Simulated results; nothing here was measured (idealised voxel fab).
The name of this process module is voxel wiring stack.
Cross-sectional view cut (width: 215 nm; square cell size: 5 nm).
Reading order for cross-sections: top band down to bottom band. Underlying form: a grid of square cells. Band size: one or more rows of cells. The entry gives the band's vertical extent as a top height and a bottom height in nm, then its horizontal make-up as materials from left to right, each with a width in nm. "empty" stands for empty space; a single material marked "everywhere" fills the band edge to edge. A quick word on heights: they are counted from 0, and under that level the wafer as it came to us is one material throughout. The lowest band is different from the rest in having no bottom; it simply continues downward, written as in "0 -> down". Note: "30->40" means the width goes from the first number (top row of the band) to the second number (bottom row) in equal steps per row of cells. "stayed the same" after a step means that no cell of the cross-section changed. Closed-off voids of 8+ cells (no open route to the top) go in "Fully closed voids", written width x height at distance from the left edge, in nm. Step line, after settings: the simulator's comment on this step. What "overlay nm" on a step's line means: if the step has a mask, that mask lay this far to the right of its planned place, or, when the value is negative, to the left.
Process steps foreseen in the plan:
1) RECEIVE, material Si
2) CONFORMAL_DEP, material SiO2, thk nm 15
3) DIRECTIONAL_DEP, material TiN, thk nm 5
4) DIRECTIONAL_DEP, material Ru, thk nm 20
5) DIRECTIONAL_DEP, material aC, thk nm 10
6) PATTERN, tone cover, mask id METAL_1, material resist, width nm 25, pitch nm 50, thk nm 30, overlay nm 0
7) DIRECTIONAL_ETCH, etch materials aC, depth nm 10
8) STRIP, etch materials resist
9) DIRECTIONAL_ETCH, etch materials Ru, depth nm 20
10) DIRECTIONAL_ETCH, etch materials TiN, depth nm 5
11) STRIP, etch materials aC
12) FILL_DEP, material SiO2, thk nm 10
13) CMP, height nm 40
14) CONFORMAL_DEP, material SiCN, thk nm 5
15) DIRECTIONAL_DEP, material SiO2, thk nm 20
16) MASKED_ETCH, tone open, mask id PLUG_1, width nm 15, pitch nm 50, etch materials SiO2, depth nm 20, overlay nm 0
17) MASKED_ETCH, tone open, mask id PLUG_1, width nm 15, pitch nm 50, etch materials SiCN, depth nm 5, overlay nm 0
18) EPI, material Ru, thk nm 10
19) EPI, material Ru, thk nm 10
20) EPI, material Ru, thk nm 5
21) DIRECTIONAL_DEP, material TiN, thk nm 5
22) DIRECTIONAL_DEP, material Ru, thk nm 15
23) DIRECTIONAL_DEP, material aC, thk nm 10
24) PATTERN, tone cover, mask id METAL_2, material resist, width nm 25, pitch nm 50, thk nm 30, overlay nm 0
25) DIRECTIONAL_ETCH, etch materials aC, depth nm 10
26) STRIP, etch materials resist
27) DIRECTIONAL_ETCH, etch materials Ru, depth nm 15
28) DIRECTIONAL_ETCH, etch materials TiN, depth nm 5
29) STRIP, etch materials aC
30) FILL_DEP, material SiO2, thk nm 5
31) CMP, height nm 85
32) CONFORMAL_DEP, material SiCN, thk nm 5
33) DIRECTIONAL_DEP, material lowk, thk nm 10
34) MASKED_ETCH, tone open, mask id PLUG_2, width nm 15, pitch nm 50, etch materials lowk, depth nm 10, overlay nm 0
35) MASKED_ETCH, tone open, mask id PLUG_2, width nm 15, pitch nm 50, etch materials SiCN, depth nm 5, overlay nm 0
36) CONFORMAL_DEP, material TiN, thk nm 5
37) FILL_DEP, material W, thk nm 5
38) CMP, height nm 100
39) CONFORMAL_DEP, material SiN, thk nm 5
40) DIRECTIONAL_DEP, material SiO2, thk nm 25
41) PATTERN, tone open, mask id METAL_3, material resist, width nm 25, pitch nm 50, thk nm 20, overlay nm 0
42) DIRECTIONAL_ETCH, etch materials SiO2, depth nm 25
43) DIRECTIONAL_ETCH, etch materials SiN, depth nm 5
44) STRIP, etch materials resist
45) CONFORMAL_DEP, material TiN, thk nm 5
46) FILL_DEP, material Cu, thk nm 5
47) CMP, height nm 130
48) CONFORMAL_DEP, material SiCN, thk nm 5
49) DIRECTIONAL_DEP, material SiO2, thk nm 20
50) MASKED_ETCH, tone open, mask id PLUG_3, width nm 15, etch materials SiO2, depth nm 20, overlay nm 0
51) MASKED_ETCH, tone open, mask id PLUG_3, width nm 15, etch materials SiCN, depth nm 5, overlay nm 0
52) EPI, material Ru, thk nm 10
53) EPI, material Ru, thk nm 10
54) EPI, material Ru, thk nm 5
55) CONFORMAL_DEP, material SiCN, thk nm 5
56) DIRECTIONAL_DEP, material lowk, thk nm 25
57) MASKED_ETCH, tone open, mask id METAL_4, width nm 25, pitch nm 50, etch materials lowk, depth nm 25, overlay nm 0
58) MASKED_ETCH, tone open, mask id METAL_4, width nm 25, pitch nm 50, etch materials SiCN, depth nm 5, overlay nm 0
59) CONFORMAL_DEP, material TiN, thk nm 5
60) FILL_DEP, material Cu, thk nm 10
61) CMP, height nm 185
62) CONFORMAL_DEP, material SiN, thk nm 5
Step 1 complete: cross-section of the wafer as received:
0 -> down | Si everywhere
Fully closed voids: none
Figure: cross-sectional view of the wafer upon completion of the module, processed from the initial state and according to the plan depicted above, with one error introduced during execution:
190 -> 185 | SiN everywhere
185 -> 160 | lowk (70) | TiN (5) | Cu (15) | TiN (5) | lowk (25) | TiN (5) | Cu (15) | TiN (5) | lowk (70)
160 -> 155 | SiCN (70) | TiN (25) | SiCN (25) | TiN (25) | SiCN (70)
155 -> 135 | SiO2 (65) | Ru (25) | SiO2 (125)
135 -> 130 | SiCN (70) | Ru (15) | SiCN (130)
130 -> 105 | SiO2 (70) | TiN (5) | Cu (15) | TiN (5) | SiO2 (25) | TiN (5) | Cu (15) | TiN (5) | SiO2 (70)
105 -> 100 | SiN (70) | TiN (25) | SiN (25) | TiN (25) | SiN (70)
100 -> 90 | lowk (70) | TiN (5) | W (5) | TiN (5) | lowk (35) | TiN (5) | W (5) | TiN (5) | lowk (80)
90 -> 85 | SiCN (70) | TiN (15) | SiCN (35) | TiN (15) | SiCN (80)
85 -> 70 | SiO2 (70) | Ru (25) | SiO2 (25) | Ru (25) | SiO2 (70)
70 -> 65 | SiO2 (70) | TiN (25) | SiO2 (25) | TiN (25) | SiO2 (70)
65 -> 45 | SiO2 (70) | Ru (15) | SiO2 (35) | Ru (15) | SiO2 (80)
45 -> 40 | SiCN (70) | Ru (15) | SiCN (35) | Ru (15) | SiCN (80)
40 -> 20 | SiO2 (70) | Ru (25) | SiO2 (25) | Ru (25) | SiO2 (70)
20 -> 15 | SiO2 (70) | TiN (25) | SiO2 (25) | TiN (25) | SiO2 (70)
15 -> 0 | SiO2 everywhere
0 -> down | Si everywhere
Fully closed voids: none
Nonconformance to the process plan: step 50, actual vs plan mismatch, actual run MASKED_ETCH, tone open, mask id PLUG_3, width nm 25, etch materials SiO2, depth nm 20, overlay nm 0
